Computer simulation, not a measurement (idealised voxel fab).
Process module heading - voxel capacitor over wiring
FYI the section here is cut, 155 nm wide, cells are 5 nm squares.
Notation: cross-section as square-cell grid; stated in bands, top first, going down; one or more cell rows per band. Heads up on the band format: heights come first, top then bottom, in nm. After that it's the materials left to right, each with its width in nm. A single material flagged "throughout" fills the whole band edge to edge, and "air" means there's empty space there. Ref level 0: as-received wafer is one material below here. Bottom band extends down with no lower bound ("z 0 and below"). The notation "30..40" denotes a width that varies across the rows of cells in the band, beginning at the first number in the top row, finishing at the second number in the bottom row, and changing by an identical amount from each row to the next. "nothing changed" for a step: no cell of the cross-section changed in that step. In the "Sealed-off cavities" entry, you get each enclosed empty space of 8 cells or more, one with no open way to the top, written width x height at distance, distance from the left edge, in nm. Read whatever lies past the settings on a step's line as the simulator's own remark about the step. If you see "overlay nm" on a step's line and that step has a mask, it's telling you how far right of where it was planned the mask ended up; a negative number means it went left instead.

[Listed below are the process steps as planned]
step 1: RECEIVE | material Si
step 2: CONFORMAL_DEP | material SiO2 | thk nm 15
step 3: DIRECTIONAL_DEP | material TiN | thk nm 5
step 4: DIRECTIONAL_DEP | material Ru | thk nm 15
step 5: DIRECTIONAL_DEP | material aC | thk nm 15
step 6: PATTERN | tone cover | mask id METAL_1 | material resist | width nm 25 | pitch nm 95 | thk nm 35 | overlay nm 0
step 7: DIRECTIONAL_ETCH | etch materials aC | depth nm 15
step 8: STRIP | etch materials resist
step 9: DIRECTIONAL_ETCH | etch materials Ru | depth nm 15
step 10: DIRECTIONAL_ETCH | etch materials TiN | depth nm 5
step 11: STRIP | etch materials aC
step 12: CONFORMAL_DEP | material SiCN | thk nm 5
step 13: FILL_DEP | material lowk | thk nm 10
step 14: CMP | height nm 35
step 15: CONFORMAL_DEP | material SiCN | thk nm 5
step 16: DIRECTIONAL_DEP | material SiO2 | thk nm 20
step 17: DIRECTIONAL_DEP | material aC | thk nm 10
step 18: PATTERN | tone open | mask id PLUG_1 | material resist | width nm 15 | thk nm 25 | overlay nm 0
step 19: DIRECTIONAL_ETCH | etch materials aC | depth nm 10
step 20: STRIP | etch materials resist
step 21: DIRECTIONAL_ETCH | etch materials SiO2 | depth nm 20
step 22: DIRECTIONAL_ETCH | etch materials SiCN | depth nm 5
step 23: STRIP | etch materials aC
step 24: EPI | material Ru | thk nm 10
step 25: EPI | material Ru | thk nm 10
step 26: EPI | material Ru | thk nm 5
step 27: DIRECTIONAL_DEP | material TiN | thk nm 10
step 28: DIRECTIONAL_DEP | material Al2O3 | thk nm 5
step 29: DIRECTIONAL_DEP | material TiN | thk nm 10
step 30: PATTERN | tone cover | mask id UPPER_PLATE | material resist | width nm 75 | thk nm 15 | overlay nm 0
step 31: DIRECTIONAL_ETCH | etch materials TiN | depth nm 10
step 32: DIRECTIONAL_ETCH | etch materials Al2O3 | depth nm 5
step 33: STRIP | etch materials resist
step 34: DIRECTIONAL_DEP | material aC | thk nm 10
step 35: PATTERN | tone cover | mask id LOWER_PLATE | material resist | width nm 75 | thk nm 30 | overlay nm 0
step 36: DIRECTIONAL_ETCH | etch materials aC | depth nm 10
step 37: STRIP | etch materials resist
step 38: DIRECTIONAL_ETCH | etch materials TiN | depth nm 10
step 39: STRIP | etch materials aC
step 40: FILL_DEP | material SiO2 | thk nm 15
step 41: CMP | height nm 95
step 42: MASKED_ETCH | tone open | mask id PLUG_2 | width nm 15 | etch materials SiO2 | depth nm 10 | overlay nm 0
step 43: CONFORMAL_DEP | material TiN | thk nm 5
step 44: FILL_DEP | material W | thk nm 5
step 45: CMP | height nm 95
step 46: CONFORMAL_DEP | material SiCN | thk nm 5
Split variable: width nm, step 35. Plan value = first wafer. Wafers start alike.

[First of several wafers (as received, post step 1), cross-sectional view]
> z 0 and below  Si throughout
> Sealed-off cavities: none

[Heads up, this table goes wafer by wafer. A row tells you, at the end of the module, how many cells of each material that wafer has put on (+) or dropped (-) since it was received, and then its closed voids]
width nm 75; +15 Al2O3; +45 Ru; +92 SiCN; +341 SiO2; +75 TiN; +1 W; +51 lowk; Sealed-off cavities: none
width nm 80; +15 Al2O3; +45 Ru; +92 SiCN; +339 SiO2; +77 TiN; +1 W; +51 lowk; Sealed-off cavities: none
width nm 85; +15 Al2O3; +45 Ru; +92 SiCN; +337 SiO2; +79 TiN; +1 W; +51 lowk; Sealed-off cavities: none
width nm 90; +15 Al2O3; +45 Ru; +92 SiCN; +335 SiO2; +81 TiN; +1 W; +51 lowk; Sealed-off cavities: none
width nm 95; +15 Al2O3; +45 Ru; +92 SiCN; +333 SiO2; +83 TiN; +1 W; +51 lowk; Sealed-off cavities: none
width nm 100; +15 Al2O3; +45 Ru; +92 SiCN; +331 SiO2; +85 TiN; +1 W; +51 lowk; Sealed-off cavities: none
